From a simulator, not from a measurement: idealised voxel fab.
Process module name: voxel wiring stack
The figure presents cross-section cut, which has a width of 225 nm and is divided into square cells with an edge length of 5 nm.
Cross-sections here: square-cell grids, written as top-down lists of bands, a band being one or more rows of cells.
For a band, the entry starts with two heights in nm, that of the top and then that of the bottom, and carries on with the band's materials in order from left to right, each alongside its width in nm; the word "everywhere" beside a single material means it fills the band edge to edge, and "air" means empty space.
It should be noted that heights are counted from 0, beneath which the wafer as supplied is of one material throughout, and that the lowest band possesses no lower boundary but continues downward, as written in "0 nm and below".
So if you see something like "30 to 40" for the width, read it as the top row of the band sitting at the first number and the bottom row at the second, with every row in between moving by the same amount as the last.
When a step is marked "no change", none of the cells in the cross-section changed during that step.
"Enclosed internal voids" enumerates empty spaces isolated from the top, with no open way to it, that contain at least 8 cells, giving each as width x height at distance from the left edge, all three in nm.
Text after the settings on a step's line: the simulator's own remark on that step.
Each step line may optionally specify "overlay nm", which for a step with a mask gives the rightward distance between the mask's planned place and where it lay, a negative value indicating the leftward direction.

PLANNED PROCESS STEPS
- 1: op RECEIVE | material Si
- 2: op CONFORMAL_DEP | material SiO2 | thk nm 10
- 3: op DIRECTIONAL_DEP | material TiN | thk nm 5
- 4: op DIRECTIONAL_DEP | material Ru | thk nm 15
- 5: op PATTERN | tone cover | mask id METAL_1 | material resist | width nm 25 | pitch nm 45 | thk nm 20 | overlay nm 0
- 6: op DIRECTIONAL_ETCH | etch materials Ru | depth nm 15
- 7: op DIRECTIONAL_ETCH | etch materials TiN | depth nm 5
- 8: op STRIP | etch materials resist
- 9: op FILL_DEP | material lowk | thk nm 5
- 10: op CMP | height nm 30
- 11: op CONFORMAL_DEP | material SiCN | thk nm 5
- 12: op DIRECTIONAL_DEP | material lowk | thk nm 30
- 13: op MASKED_ETCH | tone open | mask id METAL_2_HOLES | width nm 15 | pitch nm 45 | etch materials lowk | depth nm 30 | overlay nm 0
- 14: op MASKED_ETCH | tone open | mask id METAL_2 | width nm 25 | pitch nm 45 | etch materials lowk | depth nm 20 | overlay nm 0
- 15: op MASKED_ETCH | tone open | mask id METAL_2 | width nm 25 | pitch nm 45 | etch materials SiCN | depth nm 5 | overlay nm 0
- 16: op CONFORMAL_DEP | material TiN | thk nm 5
- 17: op FILL_DEP | material Cu | thk nm 5
- 18: op CMP | height nm 65
- 19: op CONFORMAL_DEP | material SiN | thk nm 5

THE FIRST WAFER OF TWO, PROCESSED AS PLANNED

HERE'S WHAT THE WAFER LOOKED LIKE IN CROSS-SECTION WHEN IT ARRIVED - THAT'S AFTER STEP 1
0 nm and below  Si everywhere
Enclosed internal voids: none

SO THIS IS THE WAFER CROSS-SECTION RIGHT AFTER STEP 2
10 nm to 0 nm  SiO2 everywhere
All layers under 0 are left as they were.

SO THIS IS THE WAFER CROSS-SECTION RIGHT AFTER STEP 3
15 nm to 10 nm  TiN everywhere
All layers under 10 are left as they were.

SO THIS IS THE WAFER CROSS-SECTION RIGHT AFTER STEP 4
30 nm to 15 nm  Ru everywhere
All layers under 15 are left as they were.

SO THIS IS THE WAFER CROSS-SECTION RIGHT AFTER STEP 5
50 nm to 30 nm  air 55 nm, resist 25 nm, air 20 nm, resist 25 nm, air 20 nm, resist 25 nm, air 55 nm
All layers under 30 are left as they were.

SO THIS IS THE WAFER CROSS-SECTION RIGHT AFTER STEP 6
50 nm to 30 nm  air 55 nm, resist 25 nm, air 20 nm, resist 25 nm, air 20 nm, resist 25 nm, air 55 nm
30 nm to 15 nm  air 55 nm, Ru 25 nm, air 20 nm, Ru 25 nm, air 20 nm, Ru 25 nm, air 55 nm
All layers under 15 are left as they were.

SO THIS IS THE WAFER CROSS-SECTION RIGHT AFTER STEP 7
50 nm to 30 nm  air 55 nm, resist 25 nm, air 20 nm, resist 25 nm, air 20 nm, resist 25 nm, air 55 nm
30 nm to 15 nm  air 55 nm, Ru 25 nm, air 20 nm, Ru 25 nm, air 20 nm, Ru 25 nm, air 55 nm
15 nm to 10 nm  air 55 nm, TiN 25 nm, air 20 nm, TiN 25 nm, air 20 nm, TiN 25 nm, air 55 nm
All layers under 10 are left as they were.

SO THIS IS THE WAFER CROSS-SECTION RIGHT AFTER STEP 8
30 nm to 15 nm  air 55 nm, Ru 25 nm, air 20 nm, Ru 25 nm, air 20 nm, Ru 25 nm, air 55 nm
All layers under 15 are left as they were.

SO THIS IS THE WAFER CROSS-SECTION RIGHT AFTER STEP 9
35 nm to 30 nm  lowk everywhere
30 nm to 15 nm  lowk 55 nm, Ru 25 nm, lowk 20 nm, Ru 25 nm, lowk 20 nm, Ru 25 nm, lowk 55 nm
15 nm to 10 nm  lowk 55 nm, TiN 25 nm, lowk 20 nm, TiN 25 nm, lowk 20 nm, TiN 25 nm, lowk 55 nm
All layers under 10 are left as they were.

SO THIS IS THE WAFER CROSS-SECTION RIGHT AFTER STEP 10
30 nm to 15 nm  lowk 55 nm, Ru 25 nm, lowk 20 nm, Ru 25 nm, lowk 20 nm, Ru 25 nm, lowk 55 nm
All layers under 15 are left as they were.

SO THIS IS THE WAFER CROSS-SECTION RIGHT AFTER STEP 11
35 nm to 30 nm  SiCN everywhere
All layers under 30 are left as they were.

SO THIS IS THE WAFER CROSS-SECTION RIGHT AFTER STEP 12
65 nm to 35 nm  lowk everywhere
All layers under 35 are left as they were.

SO THIS IS THE WAFER CROSS-SECTION RIGHT AFTER STEP 13
65 nm to 35 nm  lowk 55 nm, air 15 nm, lowk 30 nm, air 15 nm, lowk 30 nm, air 15 nm, lowk 65 nm
All layers under 35 are left as they were.

SO THIS IS THE WAFER CROSS-SECTION RIGHT AFTER STEP 14
65 nm to 45 nm  lowk 55 nm, air 25 nm, lowk 20 nm, air 25 nm, lowk 20 nm, air 25 nm, lowk 55 nm
All layers under 45 are left as they were.

SO THIS IS THE WAFER CROSS-SECTION RIGHT AFTER STEP 15
65 nm to 45 nm  lowk 55 nm, air 25 nm, lowk 20 nm, air 25 nm, lowk 20 nm, air 25 nm, lowk 55 nm
45 nm to 35 nm  lowk 55 nm, air 15 nm, lowk 30 nm, air 15 nm, lowk 30 nm, air 15 nm, lowk 65 nm
35 nm to 30 nm  SiCN 55 nm, air 15 nm, SiCN 30 nm, air 15 nm, SiCN 30 nm, air 15 nm, SiCN 65 nm
All layers under 30 are left as they were.

SO THIS IS THE WAFER CROSS-SECTION RIGHT AFTER STEP 16
70 nm to 65 nm  TiN 60 nm, air 15 nm, TiN 30 nm, air 15 nm, TiN 30 nm, air 15 nm, TiN 60 nm
65 nm to 50 nm  lowk 55 nm, TiN 5 nm, air 15 nm, TiN 5 nm, lowk 20 nm, TiN 5 nm, air 15 nm, TiN 5 nm, lowk 20 nm, TiN 5 nm, air 15 nm, TiN 5 nm, lowk 55 nm
50 nm to 45 nm  lowk 55 nm, TiN 5 nm, air 5 nm, TiN 15 nm, lowk 20 nm, TiN 5 nm, air 5 nm, TiN 15 nm, lowk 20 nm, TiN 5 nm, air 5 nm, TiN 15 nm, lowk 55 nm
45 nm to 35 nm  lowk 55 nm, TiN 5 nm, air 5 nm, TiN 5 nm, lowk 30 nm, TiN 5 nm, air 5 nm, TiN 5 nm, lowk 30 nm, TiN 5 nm, air 5 nm, TiN 5 nm, lowk 65 nm
35 nm to 30 nm  SiCN 55 nm, TiN 15 nm, SiCN 30 nm, TiN 15 nm, SiCN 30 nm, TiN 15 nm, SiCN 65 nm
All layers under 30 are left as they were.

SO THIS IS THE WAFER CROSS-SECTION RIGHT AFTER STEP 17
75 nm to 70 nm  Cu everywhere
70 nm to 65 nm  TiN 60 nm, Cu 15 nm, TiN 30 nm, Cu 15 nm, TiN 30 nm, Cu 15 nm, TiN 60 nm
65 nm to 50 nm  lowk 55 nm, TiN 5 nm, Cu 15 nm, TiN 5 nm, lowk 20 nm, TiN 5 nm, Cu 15 nm, TiN 5 nm, lowk 20 nm, TiN 5 nm, Cu 15 nm, TiN 5 nm, lowk 55 nm
50 nm to 45 nm  lowk 55 nm, TiN 5 nm, Cu 5 nm, TiN 15 nm, lowk 20 nm, TiN 5 nm, Cu 5 nm, TiN 15 nm, lowk 20 nm, TiN 5 nm, Cu 5 nm, TiN 15 nm, lowk 55 nm
45 nm to 35 nm  lowk 55 nm, TiN 5 nm, Cu 5 nm, TiN 5 nm, lowk 30 nm, TiN 5 nm, Cu 5 nm, TiN 5 nm, lowk 30 nm, TiN 5 nm, Cu 5 nm, TiN 5 nm, lowk 65 nm
All layers under 35 are left as they were.

SO THIS IS THE WAFER CROSS-SECTION RIGHT AFTER STEP 18
65 nm to 50 nm  lowk 55 nm, TiN 5 nm, Cu 15 nm, TiN 5 nm, lowk 20 nm, TiN 5 nm, Cu 15 nm, TiN 5 nm, lowk 20 nm, TiN 5 nm, Cu 15 nm, TiN 5 nm, lowk 55 nm
All layers under 50 are left as they were.

SO THIS IS THE WAFER CROSS-SECTION RIGHT AFTER STEP 19
70 nm to 65 nm  SiN everywhere
All layers under 65 are left as they were.

THE SECOND WAFER WAS PREPARED FROM THE SAME STARTING POINT AND UNDER THE SAME PLAN AS THE FIRST; ITS PROCESSING CONTAINED ONE MISTAKE, AND IT REMAINS INDISTINGUISHABLE FROM THE FIRST WAFER UP TO AND INCLUDING STEP 4

SECOND WAFER CROSS-SECTION, TAKEN AS OF THE TIME THE PLAN SETS FOR STEP 5 TO BE DONE
50 nm to 30 nm  air 45 nm, resist 25 nm, air 20 nm, resist 25 nm, air 20 nm, resist 25 nm, air 65 nm
All layers under 30 are left as they were.

SECOND WAFER CROSS-SECTION, TAKEN AS OF THE TIME THE PLAN SETS FOR STEP 6 TO BE DONE
50 nm to 30 nm  air 45 nm, resist 25 nm, air 20 nm, resist 25 nm, air 20 nm, resist 25 nm, air 65 nm
30 nm to 15 nm  air 45 nm, Ru 25 nm, air 20 nm, Ru 25 nm, air 20 nm, Ru 25 nm, air 65 nm
All layers under 15 are left as they were.

SECOND WAFER CROSS-SECTION, TAKEN AS OF THE TIME THE PLAN SETS FOR STEP 7 TO BE DONE
50 nm to 30 nm  air 45 nm, resist 25 nm, air 20 nm, resist 25 nm, air 20 nm, resist 25 nm, air 65 nm
30 nm to 15 nm  air 45 nm, Ru 25 nm, air 20 nm, Ru 25 nm, air 20 nm, Ru 25 nm, air 65 nm
15 nm to 10 nm  air 45 nm, TiN 25 nm, air 20 nm, TiN 25 nm, air 20 nm, TiN 25 nm, air 65 nm
All layers under 10 are left as they were.

SECOND WAFER CROSS-SECTION, TAKEN AS OF THE TIME THE PLAN SETS FOR STEP 8 TO BE DONE
30 nm to 15 nm  air 45 nm, Ru 25 nm, air 20 nm, Ru 25 nm, air 20 nm, Ru 25 nm, air 65 nm
All layers under 15 are left as they were.

SECOND WAFER CROSS-SECTION, TAKEN AS OF THE TIME THE PLAN SETS FOR STEP 9 TO BE DONE
35 nm to 30 nm  lowk everywhere
30 nm to 15 nm  lowk 45 nm, Ru 25 nm, lowk 20 nm, Ru 25 nm, lowk 20 nm, Ru 25 nm, lowk 65 nm
15 nm to 10 nm  lowk 45 nm, TiN 25 nm, lowk 20 nm, TiN 25 nm, lowk 20 nm, TiN 25 nm, lowk 65 nm
All layers under 10 are left as they were.

SECOND WAFER CROSS-SECTION, TAKEN AS OF THE TIME THE PLAN SETS FOR STEP 10 TO BE DONE
30 nm to 15 nm  lowk 45 nm, Ru 25 nm, lowk 20 nm, Ru 25 nm, lowk 20 nm, Ru 25 nm, lowk 65 nm
All layers under 15 are left as they were.

SECOND WAFER CROSS-SECTION, TAKEN AS OF THE TIME THE PLAN SETS FOR STEP 11 TO BE DONE
35 nm to 30 nm  SiCN everywhere
All layers under 30 are left as they were.

SECOND WAFER CROSS-SECTION, TAKEN AS OF THE TIME THE PLAN SETS FOR STEP 12 TO BE DONE
65 nm to 35 nm  lowk everywhere
All layers under 35 are left as they were.

SECOND WAFER CROSS-SECTION, TAKEN AS OF THE TIME THE PLAN SETS FOR STEP 13 TO BE DONE
65 nm to 35 nm  lowk 55 nm, air 15 nm, lowk 30 nm, air 15 nm, lowk 30 nm, air 15 nm, lowk 65 nm
All layers under 35 are left as they were.

SECOND WAFER CROSS-SECTION, TAKEN AS OF THE TIME THE PLAN SETS FOR STEP 14 TO BE DONE
65 nm to 45 nm  lowk 55 nm, air 25 nm, lowk 20 nm, air 25 nm, lowk 20 nm, air 25 nm, lowk 55 nm
All layers under 45 are left as they were.

SECOND WAFER CROSS-SECTION, TAKEN AS OF THE TIME THE PLAN SETS FOR STEP 15 TO BE DONE
65 nm to 45 nm  lowk 55 nm, air 25 nm, lowk 20 nm, air 25 nm, lowk 20 nm, air 25 nm, lowk 55 nm
45 nm to 35 nm  lowk 55 nm, air 15 nm, lowk 30 nm, air 15 nm, lowk 30 nm, air 15 nm, lowk 65 nm
35 nm to 30 nm  SiCN 55 nm, air 15 nm, SiCN 30 nm, air 15 nm, SiCN 30 nm, air 15 nm, SiCN 65 nm
All layers under 30 are left as they were.

SECOND WAFER CROSS-SECTION, TAKEN AS OF THE TIME THE PLAN SETS FOR STEP 16 TO BE DONE
70 nm to 65 nm  TiN 60 nm, air 15 nm, TiN 30 nm, air 15 nm, TiN 30 nm, air 15 nm, TiN 60 nm
65 nm to 50 nm  lowk 55 nm, TiN 5 nm, air 15 nm, TiN 5 nm, lowk 20 nm, TiN 5 nm, air 15 nm, TiN 5 nm, lowk 20 nm, TiN 5 nm, air 15 nm, TiN 5 nm, lowk 55 nm
50 nm to 45 nm  lowk 55 nm, TiN 5 nm, air 5 nm, TiN 15 nm, lowk 20 nm, TiN 5 nm, air 5 nm, TiN 15 nm, lowk 20 nm, TiN 5 nm, air 5 nm, TiN 15 nm, lowk 55 nm
45 nm to 35 nm  lowk 55 nm, TiN 5 nm, air 5 nm, TiN 5 nm, lowk 30 nm, TiN 5 nm, air 5 nm, TiN 5 nm, lowk 30 nm, TiN 5 nm, air 5 nm, TiN 5 nm, lowk 65 nm
35 nm to 30 nm  SiCN 55 nm, TiN 15 nm, SiCN 30 nm, TiN 15 nm, SiCN 30 nm, TiN 15 nm, SiCN 65 nm
All layers under 30 are left as they were.

SECOND WAFER CROSS-SECTION, TAKEN AS OF THE TIME THE PLAN SETS FOR STEP 17 TO BE DONE
75 nm to 70 nm  Cu everywhere
70 nm to 65 nm  TiN 60 nm, Cu 15 nm, TiN 30 nm, Cu 15 nm, TiN 30 nm, Cu 15 nm, TiN 60 nm
65 nm to 50 nm  lowk 55 nm, TiN 5 nm, Cu 15 nm, TiN 5 nm, lowk 20 nm, TiN 5 nm, Cu 15 nm, TiN 5 nm, lowk 20 nm, TiN 5 nm, Cu 15 nm, TiN 5 nm, lowk 55 nm
50 nm to 45 nm  lowk 55 nm, TiN 5 nm, Cu 5 nm, TiN 15 nm, lowk 20 nm, TiN 5 nm, Cu 5 nm, TiN 15 nm, lowk 20 nm, TiN 5 nm, Cu 5 nm, TiN 15 nm, lowk 55 nm
45 nm to 35 nm  lowk 55 nm, TiN 5 nm, Cu 5 nm, TiN 5 nm, lowk 30 nm, TiN 5 nm, Cu 5 nm, TiN 5 nm, lowk 30 nm, TiN 5 nm, Cu 5 nm, TiN 5 nm, lowk 65 nm
All layers under 35 are left as they were.

SECOND WAFER CROSS-SECTION, TAKEN AS OF THE TIME THE PLAN SETS FOR STEP 18 TO BE DONE
65 nm to 50 nm  lowk 55 nm, TiN 5 nm, Cu 15 nm, TiN 5 nm, lowk 20 nm, TiN 5 nm, Cu 15 nm, TiN 5 nm, lowk 20 nm, TiN 5 nm, Cu 15 nm, TiN 5 nm, lowk 55 nm
All layers under 50 are left as they were.

SECOND WAFER CROSS-SECTION, TAKEN AS OF THE TIME THE PLAN SETS FOR STEP 19 TO BE DONE
70 nm to 65 nm  SiN everywhere
All layers under 65 are left as they were.
Heads up, the wafer didn't run the way we planned it: not per plan at step 5, really ran op PATTERN | tone cover | mask id METAL_1 | material resist | width nm 25 | pitch nm 45 | thk nm 20 | overlay nm -10
Upon completion, the cell count for each material on the second wafer equals that on the first, whereas the spatial distribution of those cells differs.
